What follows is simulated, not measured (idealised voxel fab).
Process module, titled voxel gate over fins
FYI the section here is cut, 140 nm wide, cells are 5 nm squares.
Throughout this document, each cross-section is represented as a grid of square cells and is presented as a sequence of bands enumerated from the top downward, where a band comprises one or more rows of cells.
For a band, the entry starts with two heights in nm, that of the top and then that of the bottom, and carries on with the band's materials in order from left to right, each alongside its width in nm; the word "full width" beside a single material means it fills the band edge to edge, and "empty" means empty space.
Heights are measured from 0, the level below which the as-received wafer is all one material; the lowest band has no bottom and continues downward, written as in "z 0 and below".
Width: "30..40" (first number = top row, second number = bottom row, same change from row to row of cells).
Key: "remains unaltered" - step with no changed cell in the cross-section.
Empty spaces counting at least 8 cells and having no open way to the top are listed in "Enclosed internal cavities". The notation width x height at distance is used for each, the distance being from the left edge and all three values in nm.
Text after the settings on a step's line: the simulator's own remark on that step.
"overlay nm" on a masked step: distance the mask lay right of its planned place, negative for left.

Planned step list for the process:
1: RECEIVE [material Si]
2: CONFORMAL_DEP [material SiN] [thk nm 5]
3: PATTERN [tone cover] [mask id FINS] [material resist] [width nm 15] [pitch nm 60] [thk nm 20] [overlay nm 0]
4: DIRECTIONAL_ETCH [etch materials SiN] [depth nm 5]
5: DIRECTIONAL_ETCH [etch materials Si] [depth nm 40]
6: STRIP [etch materials resist]
7: OXIDIZE [depth nm 5]
8: FILL_DEP [material SiO2] [thk nm 15]
9: CMP [height nm 5]
10: PATTERN [tone open] [mask id RAIL] [material resist] [width nm 15] [thk nm 15] [overlay nm 0]
11: DIRECTIONAL_ETCH [etch materials SiO2] [depth nm 40]
12: STRIP [etch materials resist]
13: CONFORMAL_DEP [material TiN] [thk nm 5]
14: FILL_DEP [material W] [thk nm 10]
15: CMP [height nm 5]
16: SELECTIVE_ETCH [etch materials W Ru TiN] [depth nm 20]
17: FILL_DEP [material SiO2] [thk nm 5]
18: CMP [height nm 5]
19: SELECTIVE_ETCH [etch materials SiO2] [depth nm 15]
20: STRIP [etch materials SiN]
21: CONFORMAL_DEP [material HfO2] [thk nm 5]
22: CONFORMAL_DEP [material TiN] [thk nm 5]
23: CONFORMAL_DEP [material TiAl] [thk nm 5]
24: CONFORMAL_DEP [material TiN] [thk nm 5]
25: FILL_DEP [material W] [thk nm 10]
26: CMP [height nm 25]
27: CONFORMAL_DEP [material SiCN] [thk nm 10]

Cross-section, incoming material, after step 1:
z 0 and below = Si full width
Enclosed internal cavities: none

Look at the cross-section after the module: the wafer started out the way shown above and the plan was the one shown above, yet one mistake was made along the way:
z 35 to 25 = SiCN full width
z 25 to 20 = W full width
z 20 to 15 = W 15, TiN 45, W 15, TiN 45, W 20
z 15 to 10 = W 15, TiN 5, TiAl 35, TiN 5, W 15, TiN 5, TiAl 35, TiN 5, W 20
z 10 to 5 = TiN 20, TiAl 5, TiN 25, TiAl 5, TiN 25, TiAl 5, TiN 25, TiAl 5, TiN 25
z 5 to 0 = TiAl 25, TiN 5, HfO2 15, TiN 5, TiAl 35, TiN 5, HfO2 15, TiN 5, TiAl 30
z 0 to -5 = TiN 30, HfO2 5, Si 5, HfO2 5, TiN 45, HfO2 5, Si 5, HfO2 5, TiN 35
z -5 to -10 = HfO2 35, Si 5, HfO2 25, TiN 5, HfO2 25, Si 5, HfO2 40
z -10 to -15 = SiO2 35, Si 5, SiO2 20, HfO2 15, SiO2 20, Si 5, SiO2 40
z -15 to -30 = SiO2 35, Si 5, SiO2 20, TiN 5, W 5, TiN 5, SiO2 20, Si 5, SiO2 40
z -30 to -35 = SiO2 35, Si 5, SiO2 20, TiN 15, SiO2 20, Si 5, SiO2 40
z -35 to -45 = SiO2 35, Si 5, SiO2 55, Si 5, SiO2 40
z -45 and below = Si full width
Enclosed internal cavities: none
Finding, execution versus plan: step 17 ran differently from the plan; actual operation with settings: FILL_DEP [material SiN] [thk nm 5]
